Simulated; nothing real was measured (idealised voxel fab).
Process module name: voxel trench capacitor
For reference, the cross-section in this document is cut, with width 300 nm and square cells of 5 nm.
We lay out every cross-section as a grid of square cells and spell it out in bands from the top down, where one band means one or more rows of cells.
Each band's line starts with the height of the band's top and of its bottom, in nm. Then come its materials from left to right, each with its width in nm. One material with "everywhere" fills the band from edge to edge. "air" is empty space.
Heights are reckoned from 0. Under this level, the received wafer is all of one material. The bottommost band is open-ended downward, for example "z 0 and below".
Top row gets the first number, bottom row gets the second, and each row in between changes by the same step: that is how a band width like "30->40" works.
"everything unchanged" (step): cross-section cells unchanged, all of them.
Voids not open to the top, 8 cells minimum: see "Voids, sealed". Written width x height at distance; distance is from the left edge; nm.
That trailing text on a step's line, after the settings, is the simulator's own remark on the step.
A step line may carry the setting "overlay nm", which, for steps involving a mask, states the distance by which the mask lay to the right of its intended position; negative values denote displacement to the left.
BELOW IS THE LIST OF PLANNED PROCESS STEPS
| 1 | RECEIVE | material Si |
| 2 | CONFORMAL_DEP | material SiN | thk nm 10 |
| 3 | PATTERN | tone open | mask id TRENCH | material resist | width nm 30 | pitch nm 60 | thk nm 15 | overlay nm 0 |
| 4 | DIRECTIONAL_ETCH | etch materials SiN | depth nm 10 |
| 5 | DIRECTIONAL_ETCH | etch materials Si | depth nm 30 |
| 6 | STRIP | etch materials resist |
| 7 | CONFORMAL_DEP | material HfO2 | thk nm 5 |
| 8 | CONFORMAL_DEP | material TiN | thk nm 5 |
| 9 | FILL_DEP | material W | thk nm 10 |
| 10 | CMP | height nm 10 |
THE FOLLOWING PERTAINS TO THE FIRST OF TWO WAFERS, WHICH WAS PROCESSED AS PLANNED
SO THIS IS THE INCOMING WAFER IN CROSS-SECTION - IT'S ALREADY BEEN THROUGH STEP 1
	z 0 and below  Si everywhere
	Voids, sealed: none
TAKE A LOOK AT THE WAFER'S CROSS-SECTION AFTER STEP 2
	z 10 to 0  SiN everywhere
	Rest of section, below 0: as before.
TAKE A LOOK AT THE WAFER'S CROSS-SECTION AFTER STEP 3
	z 25 to 10  resist 45 nm; air 30 nm; resist 30 nm; air 30 nm; resist 30 nm; air 30 nm; resist 30 nm; air 30 nm; resist 45 nm
	Rest of section, below 10: as before.
TAKE A LOOK AT THE WAFER'S CROSS-SECTION AFTER STEP 4
	z 25 to 10  resist 45 nm; air 30 nm; resist 30 nm; air 30 nm; resist 30 nm; air 30 nm; resist 30 nm; air 30 nm; resist 45 nm
	z 10 to 0  SiN 45 nm; air 30 nm; SiN 30 nm; air 30 nm; SiN 30 nm; air 30 nm; SiN 30 nm; air 30 nm; SiN 45 nm
	Rest of section, below 0: as before.
TAKE A LOOK AT THE WAFER'S CROSS-SECTION AFTER STEP 5
	z 25 to 10  resist 45 nm; air 30 nm; resist 30 nm; air 30 nm; resist 30 nm; air 30 nm; resist 30 nm; air 30 nm; resist 45 nm
	z 10 to 0  SiN 45 nm; air 30 nm; SiN 30 nm; air 30 nm; SiN 30 nm; air 30 nm; SiN 30 nm; air 30 nm; SiN 45 nm
	z 0 to -30  Si 45 nm; air 30 nm; Si 30 nm; air 30 nm; Si 30 nm; air 30 nm; Si 30 nm; air 30 nm; Si 45 nm
	Rest of section, below -30: as before.
TAKE A LOOK AT THE WAFER'S CROSS-SECTION AFTER STEP 6
	z 10 to 0  SiN 45 nm; air 30 nm; SiN 30 nm; air 30 nm; SiN 30 nm; air 30 nm; SiN 30 nm; air 30 nm; SiN 45 nm
	Rest of section, below 0: as before.
TAKE A LOOK AT THE WAFER'S CROSS-SECTION AFTER STEP 7
	z 15 to 10  HfO2 50 nm; air 20 nm; HfO2 40 nm; air 20 nm; HfO2 40 nm; air 20 nm; HfO2 40 nm; air 20 nm; HfO2 50 nm
	z 10 to 0  SiN 45 nm; HfO2 5 nm; air 20 nm; HfO2 5 nm; SiN 30 nm; HfO2 5 nm; air 20 nm; HfO2 5 nm; SiN 30 nm; HfO2 5 nm; air 20 nm; HfO2 5 nm; SiN 30 nm; HfO2 5 nm; air 20 nm; HfO2 5 nm; SiN 45 nm
	z 0 to -25  Si 45 nm; HfO2 5 nm; air 20 nm; HfO2 5 nm; Si 30 nm; HfO2 5 nm; air 20 nm; HfO2 5 nm; Si 30 nm; HfO2 5 nm; air 20 nm; HfO2 5 nm; Si 30 nm; HfO2 5 nm; air 20 nm; HfO2 5 nm; Si 45 nm
	z -25 to -30  Si 45 nm; HfO2 30 nm; Si 30 nm; HfO2 30 nm; Si 30 nm; HfO2 30 nm; Si 30 nm; HfO2 30 nm; Si 45 nm
	Rest of section, below -30: as before.
TAKE A LOOK AT THE WAFER'S CROSS-SECTION AFTER STEP 8
	z 20 to 15  TiN 55 nm; air 10 nm; TiN 50 nm; air 10 nm; TiN 50 nm; air 10 nm; TiN 50 nm; air 10 nm; TiN 55 nm
	z 15 to 10  HfO2 50 nm; TiN 5 nm; air 10 nm; TiN 5 nm; HfO2 40 nm; TiN 5 nm; air 10 nm; TiN 5 nm; HfO2 40 nm; TiN 5 nm; air 10 nm; TiN 5 nm; HfO2 40 nm; TiN 5 nm; air 10 nm; TiN 5 nm; HfO2 50 nm
	z 10 to 0  SiN 45 nm; HfO2 5 nm; TiN 5 nm; air 10 nm; TiN 5 nm; HfO2 5 nm; SiN 30 nm; HfO2 5 nm; TiN 5 nm; air 10 nm; TiN 5 nm; HfO2 5 nm; SiN 30 nm; HfO2 5 nm; TiN 5 nm; air 10 nm; TiN 5 nm; HfO2 5 nm; SiN 30 nm; HfO2 5 nm; TiN 5 nm; air 10 nm; TiN 5 nm; HfO2 5 nm; SiN 45 nm
	z 0 to -20  Si 45 nm; HfO2 5 nm; TiN 5 nm; air 10 nm; TiN 5 nm; HfO2 5 nm; Si 30 nm; HfO2 5 nm; TiN 5 nm; air 10 nm; TiN 5 nm; HfO2 5 nm; Si 30 nm; HfO2 5 nm; TiN 5 nm; air 10 nm; TiN 5 nm; HfO2 5 nm; Si 30 nm; HfO2 5 nm; TiN 5 nm; air 10 nm; TiN 5 nm; HfO2 5 nm; Si 45 nm
	z -20 to -25  Si 45 nm; HfO2 5 nm; TiN 20 nm; HfO2 5 nm; Si 30 nm; HfO2 5 nm; TiN 20 nm; HfO2 5 nm; Si 30 nm; HfO2 5 nm; TiN 20 nm; HfO2 5 nm; Si 30 nm; HfO2 5 nm; TiN 20 nm; HfO2 5 nm; Si 45 nm
	Rest of section, below -25: as before.
TAKE A LOOK AT THE WAFER'S CROSS-SECTION AFTER STEP 9
	z 30 to 20  W everywhere
	z 20 to 15  TiN 55 nm; W 10 nm; TiN 50 nm; W 10 nm; TiN 50 nm; W 10 nm; TiN 50 nm; W 10 nm; TiN 55 nm
	z 15 to 10  HfO2 50 nm; TiN 5 nm; W 10 nm; TiN 5 nm; HfO2 40 nm; TiN 5 nm; W 10 nm; TiN 5 nm; HfO2 40 nm; TiN 5 nm; W 10 nm; TiN 5 nm; HfO2 40 nm; TiN 5 nm; W 10 nm; TiN 5 nm; HfO2 50 nm
	z 10 to 0  SiN 45 nm; HfO2 5 nm; TiN 5 nm; W 10 nm; TiN 5 nm; HfO2 5 nm; SiN 30 nm; HfO2 5 nm; TiN 5 nm; W 10 nm; TiN 5 nm; HfO2 5 nm; SiN 30 nm; HfO2 5 nm; TiN 5 nm; W 10 nm; TiN 5 nm; HfO2 5 nm; SiN 30 nm; HfO2 5 nm; TiN 5 nm; W 10 nm; TiN 5 nm; HfO2 5 nm; SiN 45 nm
	z 0 to -20  Si 45 nm; HfO2 5 nm; TiN 5 nm; W 10 nm; TiN 5 nm; HfO2 5 nm; Si 30 nm; HfO2 5 nm; TiN 5 nm; W 10 nm; TiN 5 nm; HfO2 5 nm; Si 30 nm; HfO2 5 nm; TiN 5 nm; W 10 nm; TiN 5 nm; HfO2 5 nm; Si 30 nm; HfO2 5 nm; TiN 5 nm; W 10 nm; TiN 5 nm; HfO2 5 nm; Si 45 nm
	Rest of section, below -20: as before.
TAKE A LOOK AT THE WAFER'S CROSS-SECTION AFTER STEP 10
	z 10 to 0  SiN 45 nm; HfO2 5 nm; TiN 5 nm; W 10 nm; TiN 5 nm; HfO2 5 nm; SiN 30 nm; HfO2 5 nm; TiN 5 nm; W 10 nm; TiN 5 nm; HfO2 5 nm; SiN 30 nm; HfO2 5 nm; TiN 5 nm; W 10 nm; TiN 5 nm; HfO2 5 nm; SiN 30 nm; HfO2 5 nm; TiN 5 nm; W 10 nm; TiN 5 nm; HfO2 5 nm; SiN 45 nm
	Rest of section, below 0: as before.
THE REMAINING WAFER, SECOND OF THE TWO, STARTED LIKE THE FIRST AND WAS RUN TO THE SAME PLAN, EXCEPT THAT ONE MISTAKE WAS MADE ALONG THE WAY; THE TWO COINCIDE THROUGH STEP 1, INCLUSIVE
CROSS-SECTIONAL VIEW OF THE SECOND WAFER AT THE INTENDED END TIME OF PROCESS STEP 2
	z 10 to 0  W everywhere
	Rest of section, below 0: as before.
CROSS-SECTIONAL VIEW OF THE SECOND WAFER AT THE INTENDED END TIME OF PROCESS STEP 3
	z 25 to 10  resist 45 nm; air 30 nm; resist 30 nm; air 30 nm; resist 30 nm; air 30 nm; resist 30 nm; air 30 nm; resist 45 nm
	Rest of section, below 10: as before.
Cross-sectional view of the second wafer at the intended end time of process step 4: everything unchanged
Cross-sectional view of the second wafer at the intended end time of process step 5: everything unchanged
CROSS-SECTIONAL VIEW OF THE SECOND WAFER AT THE INTENDED END TIME OF PROCESS STEP 6
	z 10 to 0  W everywhere
	Rest of section, below 0: as before.
CROSS-SECTIONAL VIEW OF THE SECOND WAFER AT THE INTENDED END TIME OF PROCESS STEP 7
	z 15 to 10  HfO2 everywhere
	Rest of section, below 10: as before.
CROSS-SECTIONAL VIEW OF THE SECOND WAFER AT THE INTENDED END TIME OF PROCESS STEP 8
	z 20 to 15  TiN everywhere
	Rest of section, below 15: as before.
CROSS-SECTIONAL VIEW OF THE SECOND WAFER AT THE INTENDED END TIME OF PROCESS STEP 9
	z 30 to 20  W everywhere
	Rest of section, below 20: as before.
CROSS-SECTIONAL VIEW OF THE SECOND WAFER AT THE INTENDED END TIME OF PROCESS STEP 10
	z 10 to 0  W everywhere
	Rest of section, below 0: as before.
Finding, execution versus plan: step 2 did not use the planned setting and instead ran as CONFORMAL_DEP | material W | thk nm 10
Cell-count delta at end, second wafer over first, by material: HfO2: 80 fewer, Si: 144 more, SiN: 72 fewer, TiN: 64 fewer, W: 72 more
